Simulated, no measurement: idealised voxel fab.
The document below concerns the process module designated voxel lift off.
This is section cut - it's 295 nm across, gridded in 5 nm square cells.
The cross-sections in this document take the form of a grid made of square cells. They are written out as bands, in order from top to bottom. Each band consists of one or more rows of cells. Within each band entry, the heights of the top and of the bottom of the band appear first, in that order and in nm; the materials of the band then follow from left to right, each with its corresponding width in nm. The designation "all across" on a single material indicates that it fills the band from edge to edge; the designation "air" indicates empty space. Heads up on the height convention: 0 is the point under which the incoming wafer is all one material, and the lowest band has no bottom, it just keeps going down, like "0 nm and below". With a width like "30..40", each row of cells in the band differs from the next by the same amount, the top row carrying the first number and the bottom row the second. "nothing changed" after a step means that no cell of the cross-section changed. If an empty space has no open way to the top and is at least 8 cells in size, "Voids, sealed" lists it, written width x height at distance, where distance is measured from the left edge and every value is in nm. If you see something after the settings on a step's line, that's the simulator's own remark about that step. The setting "overlay nm" may be written on the line of a step. When the step uses a mask, the value reports how far to the right of the planned place the mask lay, and a negative value reports that it lay to the left.

Process steps foreseen in the plan:
1 RECEIVE, material Si
2 CONFORMAL_DEP, material SiN, thk nm 15
3 PATTERN, tone open, mask id LINES, material resist, width nm 20, pitch nm 35, thk nm 30, overlay nm 0
4 DIRECTIONAL_DEP, material Ru, thk nm 15
5 STRIP, etch materials resist
6 CONFORMAL_DEP, material SiN, thk nm 5

Step 1 complete: cross-section of the wafer as received:
* 0 nm and below = Si all across
* Voids, sealed: none

First of two wafers: cross-section at end of module, run per plan:
* 35 nm to 30 nm = air=115 / SiN=30 / air=5 / SiN=30 / air=115
* 30 nm to 20 nm = air=115 / SiN=5 / Ru=20 / SiN=5 / air=5 / SiN=5 / Ru=20 / SiN=5 / air=115
* 20 nm to 15 nm = SiN=120 / Ru=20 / SiN=15 / Ru=20 / SiN=120
* 15 nm to 0 nm = SiN all across
* 0 nm and below = Si all across
* Voids, sealed: none

Here is the second of the two wafers cut open at the end of the module - same start, same plan as the first one, but we made one mistake running it:
* 35 nm to 30 nm = air=120 / SiN=25 / air=10 / SiN=25 / air=115
* 30 nm to 20 nm = air=120 / SiN=5 / Ru=15 / SiN=5 / air=10 / SiN=5 / Ru=15 / SiN=5 / air=115
* 20 nm to 15 nm = SiN=125 / Ru=15 / SiN=20 / Ru=15 / SiN=120
* 15 nm to 0 nm = SiN all across
* 0 nm and below = Si all across
* Voids, sealed: none
Here's what went sideways: step 3 off recipe, ran as PATTERN, tone open, mask id LINES, material resist, width nm 15, pitch nm 35, thk nm 30, overlay nm 0
Count the cells at the end and the second wafer has more or fewer of some materials than the first: Ru: 6 fewer
